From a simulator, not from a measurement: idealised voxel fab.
process module | voxel lift off
cross-section cut | 250 nm wide | cells 5 nm
A cross-section is a grid of square cells, given in bands from the top down. A band is one or more rows of cells.
Each band's line starts with the height of the band's top and of its bottom, in nm. Then come its materials from left to right, each with its width in nm. One material with "throughout" fills the band from edge to edge. "air" is empty space.
Height 0 is the level under which the wafer as received is all one material. The lowest band goes on downwards, as in "0 down".
A width such as "30 to 40" changes by the same amount from each row of cells to the next, from the band's top row to its bottom row.
"no change" after a step means that no cell of the cross-section changed.
closed voids: empty space of 8 cells or more with no open way to the top, each as width x height at its distance from the left edge, in nm
after a step's settings: what the simulator itself notes on the step
overlay nm, on a step with a mask: how far to the right of its planned place the mask lay; to the left if negative
plan
1 op RECEIVE | material Si
2 op CONFORMAL_DEP | material Al2O3 | thk nm 10
3 op PATTERN | tone open | mask id LINES | material resist | width nm 15 | pitch nm 35 | thk nm 20 | overlay nm 0
4 op DIRECTIONAL_DEP | material Ru | thk nm 10
5 op STRIP | etch materials resist
6 op CONFORMAL_DEP | material SiN | thk nm 5
as received, after step 1
  0 down: Si throughout
  closed voids: none
first wafer at the end, as planned
  25 to 20: air 95 | SiN 25 | air 10 | SiN 25 | air 95
  20 to 15: air 95 | SiN 5 | Ru 15 | SiN 5 | air 10 | SiN 5 | Ru 15 | SiN 5 | air 95
  15 to 10: SiN 100 | Ru 15 | SiN 20 | Ru 15 | SiN 100
  10 to 0: Al2O3 throughout
  0 down: Si throughout
  closed voids: none
second wafer at the end: like start, like plan, one mistake
  35 to 25: air 85 | SiN 80 | air 85
  25 to 20: SiN throughout
  20 to 10: SiN 100 | Ru 15 | SiN 20 | Ru 15 | SiN 100
  10 to 0: Al2O3 throughout
  0 down: Si throughout
  closed voids: none
what went wrong: step 6 ran as: op CONFORMAL_DEP | material SiN | thk nm 15
at the end the second wafer has, in cells: 112 more of SiN
